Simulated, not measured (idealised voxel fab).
The name of this process module is voxel ribs on slabs.
The cross-section shown here is cut; it is 240 nm wide and divided into square cells measuring 5 nm on a side.
Notation: cross-section as square-cell grid; stated in bands, top first, going down; one or more cell rows per band. Band: top and bottom heights (nm) first, top before bottom; then materials from left to right, widths in nm. "edge to edge" marks a sole material filling the band edge to edge. "blank" denotes empty space. Height reference: 0 = level under which incoming wafer is all one material. Lowest band: no bottom, runs on downward, e.g. "z 0 and below". Per-row width for "30..40": begins at first number (top row of band), ends at second number (bottom row), increment between rows held constant. You'll sometimes find "all unchanged" written for a step, and that's the way of saying that nowhere in the cross-section did a cell change during that step. In "Non-vented voids" the enclosed voids are listed, meaning empty spaces of 8 cells or larger without any opening to the top. The form is width x height at distance, distance from the left edge, units nm. Read whatever lies past the settings on a step's line as the simulator's own remark about the step. If you see "overlay nm" on a step's line and that step has a mask, it's telling you how far right of where it was planned the mask ended up; a negative number means it went left instead.

Intended process steps:
1. RECEIVE,material Si
2. DIRECTIONAL_DEP,material SiO2,thk nm 25
3. DIRECTIONAL_DEP,material SiN,thk nm 25
4. PATTERN,tone cover,mask id RIB,material resist,width nm 30,thk nm 20,overlay nm 0
5. DIRECTIONAL_ETCH,etch materials SiN,depth nm 5
6. STRIP,etch materials resist
7. PATTERN,tone cover,mask id SLAB,material resist,width nm 90,thk nm 15,overlay nm 0
8. DIRECTIONAL_ETCH,etch materials SiN,depth nm 20
9. STRIP,etch materials resist
10. FILL_DEP,material SiO2,thk nm 20
11. CMP,height nm 65
12. DIRECTIONAL_DEP,material W,thk nm 5
13. DIRECTIONAL_DEP,material aC,thk nm 10
14. PATTERN,tone cover,mask id HEATER,material resist,width nm 40,thk nm 30,overlay nm 0
15. DIRECTIONAL_ETCH,etch materials aC,depth nm 10
16. STRIP,etch materials resist
17. DIRECTIONAL_ETCH,etch materials W,depth nm 5
18. STRIP,etch materials aC
19. CONFORMAL_DEP,material SiO2,thk nm 5

Cross-section of the wafer as it came to us, i.e., already through step 1:
- z 0 and below = Si edge to edge
- Non-vented voids: none

Below is the wafer in cross-section after the module was completed. It began from the starting point shown above and followed the plan shown above, except that one mistake was made while running it:
- z 75 to 70 = blank=95  SiO2=50  blank=95
- z 70 to 65 = SiO2=100  W=40  SiO2=100
- z 65 to 50 = SiO2 edge to edge
- z 50 to 35 = SiO2=105  SiN=30  SiO2=105
- z 35 to 25 = SiO2=75  SiN=90  SiO2=75
- z 25 to 0 = SiO2 edge to edge
- z 0 and below = Si edge to edge
- Non-vented voids: none
Deviation noted in wafer processing: step 5 was run on a setting that differed from the plan, and what really ran there is DIRECTIONAL_ETCH,etch materials SiN,depth nm 15
